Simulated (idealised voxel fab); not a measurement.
Name of the process module below: voxel self aligned contacts
Each square cell in cross-section cut measures 5 nm, and the section as a whole is 225 nm wide.
Reading order for cross-sections: top band down to bottom band. Underlying form: a grid of square cells. Band size: one or more rows of cells.
Top, bottom (nm), then materials left to right with widths (nm); lone material tagged "edge to edge" fills the whole band edge to edge; "empty" = empty space.
Where do heights start? At 0: under that level the wafer as delivered is made of one material only. And the lowest band has no floor; it just carries on downward, as in "0 and below".
You'd read "30..40" like this: the band's top row of cells is as wide as the first number, its bottom row is as wide as the second, and going down, every row changes width by the same amount as the row before did.
Where a step carries "nothing changed", the cross-section came out of it unchanged, cell for cell.
Heads up: "Fully enclosed voids" only lists the empty pockets with no open path to the top that are 8 cells or more, and it writes them as width x height at distance, distance from the left edge, in nm.
Anything after a step's settings on that line? It's the simulator's own note about the step.
overlay nm: right-of-plan distance of the mask on a masked step; negative values mean left-of-plan.

**Planned step list for the process**
1: RECEIVE with material Si
2: CONFORMAL_DEP with material SiO2, thk nm 5
3: DIRECTIONAL_DEP with material polySi, thk nm 30
4: DIRECTIONAL_DEP with material SiN, thk nm 20
5: PATTERN with tone cover, mask id GATE, material resist, width nm 25, pitch nm 60, thk nm 20, overlay nm 0
6: DIRECTIONAL_ETCH with etch materials SiN, depth nm 20
7: DIRECTIONAL_ETCH with etch materials polySi, depth nm 30
8: STRIP with etch materials resist
9: CONFORMAL_DEP with material SiN, thk nm 5
10: DIRECTIONAL_ETCH with etch materials SiN, depth nm 5
11: FILL_DEP with material SiO2, thk nm 15
12: CMP with height nm 60
13: MASKED_ETCH with tone open, mask id CONTACT, width nm 35, etch materials SiO2, depth nm 60, overlay nm 0
14: CONFORMAL_DEP with material TiN, thk nm 5
15: FILL_DEP with material Ru, thk nm 10
16: CMP with height nm 60
17: CONFORMAL_DEP with material SiCN, thk nm 5
The value of width nm given for step 13 in the plan refers to the first wafer; the wafers vary in this setting and are alike at the start.

**Received wafers, first of several: cross-section after step 1**
    0 and below  Si edge to edge
    Fully enclosed voids: none

**Basically each wafer gets a line in the table, showing it at the end of the module: material by material, the cells it gained (+) or lost (-) since we got it, then its closed voids**
width nm 35, +33 Ru, +45 SiCN, +80 SiN, +338 SiO2, +29 TiN, +60 polySi, Fully enclosed voids: none
width nm 40, +33 Ru, +45 SiCN, +80 SiN, +337 SiO2, +30 TiN, +60 polySi, Fully enclosed voids: none
width nm 45, +33 Ru, +45 SiCN, +80 SiN, +336 SiO2, +31 TiN, +60 polySi, Fully enclosed voids: none
width nm 50, +33 Ru, +45 SiCN, +80 SiN, +335 SiO2, +32 TiN, +60 polySi, Fully enclosed voids: none
width nm 55, +33 Ru, +45 SiCN, +80 SiN, +334 SiO2, +33 TiN, +60 polySi, Fully enclosed voids: none
width nm 60, +33 Ru, +45 SiCN, +80 SiN, +333 SiO2, +34 TiN, +60 polySi, Fully enclosed voids: none
